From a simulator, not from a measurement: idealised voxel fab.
The document below concerns the process module designated voxel gate over fins.
Square cells of 5 nm make up the cross-section cut, whose width is 170 nm.
A cross-section is written here as square cells arranged in a grid, and it is given in bands from the top down, each band taking up one or more rows of cells.
Within each band entry, the heights of the top and of the bottom of the band appear first, in that order and in nm; the materials of the band then follow from left to right, each with its corresponding width in nm. The designation "everywhere" on a single material indicates that it fills the band from edge to edge; the designation "air" indicates empty space.
For the purposes of this specification, 0 denotes the height below which the wafer in its as-received condition is composed wholly of one material, and the lowermost band, lacking a lower limit, extends downward without end, as expressed in "0..down".
Width: "30 to 40" (first number = top row, second number = bottom row, same change from row to row of cells).
Any step labelled "changes: none" changed none of the cells in the cross-section.
The entry titled "Sealed-off cavities" provides the empty spaces that have no open way to the top, restricted to those of 8 cells or more. Each is presented as width x height at distance, the distance being measured from the left edge, with all three in nm.
Text after the settings on a step's line: the simulator's own remark on that step.
The "overlay nm" setting may appear on a step's line; for a step that uses a mask, it gives how far to the right of its planned position the mask lay, and a negative value indicates the left.
# Here's what the planned process steps look like
1,RECEIVE,material Si
2,CONFORMAL_DEP,material SiN,thk nm 5
3,DIRECTIONAL_DEP,material aC,thk nm 10
4,PATTERN,tone cover,mask id FINS,material resist,width nm 15,pitch nm 60,thk nm 25,overlay nm 0
5,DIRECTIONAL_ETCH,etch materials aC,depth nm 10
6,STRIP,etch materials resist
7,DIRECTIONAL_ETCH,etch materials SiN,depth nm 5
8,DIRECTIONAL_ETCH,etch materials Si,depth nm 30
9,STRIP,etch materials aC
10,OXIDIZE,depth nm 5
11,FILL_DEP,material SiO2,thk nm 5
12,CMP,height nm 5
13,DIRECTIONAL_DEP,material aC,thk nm 15
14,PATTERN,tone open,mask id RAIL,material resist,width nm 15,thk nm 30,overlay nm 0
15,DIRECTIONAL_ETCH,etch materials aC,depth nm 15
16,STRIP,etch materials resist
17,DIRECTIONAL_ETCH,etch materials SiO2,depth nm 30
18,STRIP,etch materials aC
19,CONFORMAL_DEP,material TiN,thk nm 5
20,FILL_DEP,material W,thk nm 10
21,CMP,height nm 5
22,SELECTIVE_ETCH,etch materials W Ru TiN,depth nm 25
23,FILL_DEP,material SiO2,thk nm 5
24,CMP,height nm 5
25,SELECTIVE_ETCH,etch materials SiO2,depth nm 20
26,STRIP,etch materials SiN
27,CONFORMAL_DEP,material HfO2,thk nm 5
28,CONFORMAL_DEP,material TiN,thk nm 5
29,FILL_DEP,material W,thk nm 10
30,CMP,height nm 15
31,CONFORMAL_DEP,material SiCN,thk nm 10
# Cross-section of the wafer upon arrival, representing the state reached after step 1
* 0..down | Si everywhere
* Sealed-off cavities: none
# Look at the cross-section after the module: the wafer started out the way shown above and the plan was the one shown above, yet one mistake was made along the way
* 25..15 | SiCN everywhere
* 15..10 | W everywhere
* 10..5 | 20 nm TiN; 5 nm W; 55 nm TiN; 5 nm W; 55 nm TiN; 5 nm W; 25 nm TiN
* 5..0 | 15 nm HfO2; 5 nm TiN; 5 nm W; 5 nm TiN; 45 nm HfO2; 5 nm TiN; 5 nm W; 5 nm TiN; 45 nm HfO2; 5 nm TiN; 5 nm W; 5 nm TiN; 20 nm HfO2
* 0..-5 | 10 nm Si; 5 nm HfO2; 5 nm TiN; 5 nm W; 5 nm TiN; 5 nm HfO2; 35 nm Si; 5 nm HfO2; 5 nm TiN; 5 nm W; 5 nm TiN; 5 nm HfO2; 35 nm Si; 5 nm HfO2; 5 nm TiN; 5 nm W; 5 nm TiN; 5 nm HfO2; 15 nm Si
* -5..-10 | 10 nm Si; 5 nm HfO2; 15 nm TiN; 5 nm HfO2; 35 nm Si; 5 nm HfO2; 15 nm TiN; 5 nm HfO2; 35 nm Si; 5 nm HfO2; 15 nm TiN; 5 nm HfO2; 15 nm Si
* -10..-15 | 10 nm Si; 25 nm HfO2; 35 nm Si; 25 nm HfO2; 35 nm Si; 25 nm HfO2; 15 nm Si
* -15..-35 | 10 nm Si; 25 nm SiO2; 35 nm Si; 25 nm SiO2; 35 nm Si; 25 nm SiO2; 15 nm Si
* -35..down | Si everywhere
* Sealed-off cavities: none
Want to know what went wrong? heads up, step 4 didn't go per plan, it actually ran as PATTERN,tone open,mask id FINS,material resist,width nm 15,pitch nm 60,thk nm 25,overlay nm 0
